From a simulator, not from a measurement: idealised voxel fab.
Documented hereafter: the process module known as voxel ribs on slabs.
The cross-section shown here is cut; it is 160 nm wide and divided into square cells measuring 5 nm on a side.
A cross-section is written here as square cells arranged in a grid, and it is given in bands from the top down, each band taking up one or more rows of cells.
Each band's line starts with the height of the band's top and of its bottom, in nm. Then come its materials from left to right, each with its width in nm. One material with "throughout" fills the band from edge to edge. "empty" is empty space.
Basically, 0 is our baseline, since under it the wafer straight out of the box is all one material. The bottom band has no lower end and keeps on going down, so it looks like "0..down".
The notation "30 to 40" denotes a width that varies across the rows of cells in the band, beginning at the first number in the top row, finishing at the second number in the bottom row, and changing by an identical amount from each row to the next.
You'll sometimes find "nothing changed" written for a step, and that's the way of saying that nowhere in the cross-section did a cell change during that step.
Any empty space of 8 cells or more lacking an open way to the top shows up in "Sealed void inventory" as width x height at distance, distance from the left edge, in nm.
It should be noted that, on the line of a given step, the content following the step's settings is a remark produced by the simulator itself with respect to that step.
The setting "overlay nm" may be written on the line of a step. When the step uses a mask, the value reports how far to the right of the planned place the mask lay, and a negative value reports that it lay to the left.
The steps planned for the process are as follows:
1. op RECEIVE | material Si
2. op DIRECTIONAL_DEP | material SiO2 | thk nm 20
3. op DIRECTIONAL_DEP | material polySi | thk nm 20
4. op MASKED_ETCH | tone cover | mask id RIB | width nm 20 | etch materials polySi | depth nm 5 | overlay nm 0
5. op PATTERN | tone cover | mask id SLAB | material resist | width nm 80 | thk nm 20 | overlay nm 0
6. op DIRECTIONAL_ETCH | etch materials polySi | depth nm 15
7. op STRIP | etch materials resist
8. op FILL_DEP | material SiO2 | thk nm 20
9. op CMP | height nm 55
10. op DIRECTIONAL_DEP | material W | thk nm 10
11. op MASKED_ETCH | tone cover | mask id HEATER | width nm 40 | etch materials W | depth nm 10 | overlay nm 0
12. op CONFORMAL_DEP | material SiN | thk nm 5
Same starting wafers, different width nm at step 4. Plan value belongs to the first wafer.
First wafer of several, as received: cross-section after step 1:
* 0..down: Si throughout
* Sealed void inventory: none
Last step of the module is step 12; after it, the first of several wafers in cross-section:
* 70..65: 55 empty, 50 SiN, 55 empty
* 65..60: 55 empty, 5 SiN, 40 W, 5 SiN, 55 empty
* 60..55: 60 SiN, 40 W, 60 SiN
* 55..40: SiO2 throughout
* 40..35: 70 SiO2, 20 polySi, 70 SiO2
* 35..20: 40 SiO2, 80 polySi, 40 SiO2
* 20..0: SiO2 throughout
* 0..down: Si throughout
* Sealed void inventory: none
Cross-section, module end, final of several wafers:
* 70..65: 55 empty, 50 SiN, 55 empty
* 65..60: 55 empty, 5 SiN, 40 W, 5 SiN, 55 empty
* 60..55: 60 SiN, 40 W, 60 SiN
* 55..40: SiO2 throughout
* 40..35: 60 SiO2, 45 polySi, 55 SiO2
* 35..20: 40 SiO2, 80 polySi, 40 SiO2
* 20..0: SiO2 throughout
* 0..down: Si throughout
* Sealed void inventory: none
Heads up, this table goes wafer by wafer. A row tells you, at the end of the module, how many cells of each material that wafer has put on (+) or dropped (-) since it was received, and then its closed voids:
width nm 20; +36 SiN; +300 SiO2; +16 W; +52 polySi; Sealed void inventory: none
width nm 25; +36 SiN; +299 SiO2; +16 W; +53 polySi; Sealed void inventory: none
width nm 30; +36 SiN; +298 SiO2; +16 W; +54 polySi; Sealed void inventory: none
width nm 35; +36 SiN; +297 SiO2; +16 W; +55 polySi; Sealed void inventory: none
width nm 40; +36 SiN; +296 SiO2; +16 W; +56 polySi; Sealed void inventory: none
width nm 45; +36 SiN; +295 SiO2; +16 W; +57 polySi; Sealed void inventory: none
